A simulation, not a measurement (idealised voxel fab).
Process module under the name voxel capacitor over wiring
We display cut, a cross-section 225 nm in width whose square cells are each 5 nm.
Notation: cross-section as square-cell grid; stated in bands, top first, going down; one or more cell rows per band. This entry defines a band. It first specifies the height of the band's top and the height of its bottom in nm, and then specifies the band's materials from left to right, stating each material with its width in nm. The word "throughout" identifies a single material that fills the band from edge to edge, while the word "blank" identifies empty space. The level at which height equals 0 is the one under which the wafer, as it arrives, is entirely one material. No lower edge exists for the bottom band, which continues downward and is notated as in "0 down". Width: "30->40" (first number = top row, second number = bottom row, same change from row to row of cells). It should be understood that the words "no modification", when stated for a given step, signify that the cross-section underwent no change in any of its cells during that step. Look at "Tabulated closed voids" for the closed voids: empty spaces with no open path to the top, sized 8 cells or up. Each is width x height at distance, distance from the left edge, all nm. Text after the settings on a step's line: the simulator's own remark on that step. The "overlay nm" setting may appear on a step's line; for a step that uses a mask, it gives how far to the right of its planned position the mask lay, and a negative value indicates the left.

The planned process steps are enumerated hereunder
1: RECEIVE with material Si
2: CONFORMAL_DEP with material SiO2, thk nm 10
3: DIRECTIONAL_DEP with material TiN, thk nm 5
4: DIRECTIONAL_DEP with material Ru, thk nm 20
5: PATTERN with tone cover, mask id METAL_1, material resist, width nm 20, pitch nm 80, thk nm 15, overlay nm 0
6: DIRECTIONAL_ETCH with etch materials Ru, depth nm 20
7: DIRECTIONAL_ETCH with etch materials TiN, depth nm 5
8: STRIP with etch materials resist
9: FILL_DEP with material lowk, thk nm 10
10: CMP with height nm 35
11: CONFORMAL_DEP with material SiCN, thk nm 5
12: DIRECTIONAL_DEP with material lowk, thk nm 20
13: DIRECTIONAL_DEP with material aC, thk nm 15
14: PATTERN with tone open, mask id PLUG_1, material resist, width nm 15, thk nm 35, overlay nm 0
15: DIRECTIONAL_ETCH with etch materials aC, depth nm 15
16: STRIP with etch materials resist
17: DIRECTIONAL_ETCH with etch materials lowk, depth nm 20
18: DIRECTIONAL_ETCH with etch materials SiCN, depth nm 5
19: STRIP with etch materials aC
20: CONFORMAL_DEP with material TiN, thk nm 5
21: FILL_DEP with material W, thk nm 10
22: CMP with height nm 60
23: DIRECTIONAL_DEP with material TiN, thk nm 5
24: DIRECTIONAL_DEP with material Al2O3, thk nm 5
25: DIRECTIONAL_DEP with material TiN, thk nm 5
26: MASKED_ETCH with tone cover, mask id UPPER_PLATE, width nm 65, etch materials TiN, depth nm 5, overlay nm 0
27: MASKED_ETCH with tone cover, mask id UPPER_PLATE, width nm 65, etch materials Al2O3, depth nm 5, overlay nm 0
28: DIRECTIONAL_DEP with material aC, thk nm 15
29: PATTERN with tone cover, mask id LOWER_PLATE, material resist, width nm 75, thk nm 30, overlay nm 0
30: DIRECTIONAL_ETCH with etch materials aC, depth nm 15
31: STRIP with etch materials resist
32: DIRECTIONAL_ETCH with etch materials TiN, depth nm 5
33: STRIP with etch materials aC
34: FILL_DEP with material SiO2, thk nm 20
35: CMP with height nm 90
36: DIRECTIONAL_DEP with material aC, thk nm 10
37: PATTERN with tone open, mask id PLUG_2, material resist, width nm 15, thk nm 30, overlay nm 0
38: DIRECTIONAL_ETCH with etch materials aC, depth nm 10
39: STRIP with etch materials resist
40: DIRECTIONAL_ETCH with etch materials SiO2, depth nm 15
41: STRIP with etch materials aC
42: CONFORMAL_DEP with material TiN, thk nm 5
43: FILL_DEP with material Cu, thk nm 5
44: CMP with height nm 90
45: CONFORMAL_DEP with material SiCN, thk nm 5

As received, after step 1
	0 down | Si throughout
	Tabulated closed voids: none

The plan above was carried out on the starting structure above with one mistake, and this cross-section shows the wafer at the end of the module
	95 to 90 | SiCN throughout
	90 to 80 | SiO2: 75 | TiN: 5 | Cu: 5 | TiN: 5 | SiO2: 135
	80 to 70 | SiO2: 75->65 | TiN: 15->65 | SiO2: 135->95
	70 to 65 | SiO2: 65 | Al2O3: 65 | SiO2: 95
	65 to 60 | SiO2: 60 | TiN: 75 | SiO2: 90
	60 to 40 | lowk: 65 | TiN: 5 | W: 5 | TiN: 5 | lowk: 145
	40 to 35 | SiCN: 65 | TiN: 15 | SiCN: 145
	35 to 25 | lowk throughout
	25 to 5 | lowk: 60 | Ru: 20 | lowk: 60 | Ru: 20 | lowk: 65
	5 to 0 | lowk: 60 | TiN: 20 | lowk: 60 | TiN: 20 | lowk: 65
	0 down | Si throughout
	Tabulated closed voids: none
So what did we get wrong on this run? step 2 in the plan did not get run; it was skipped
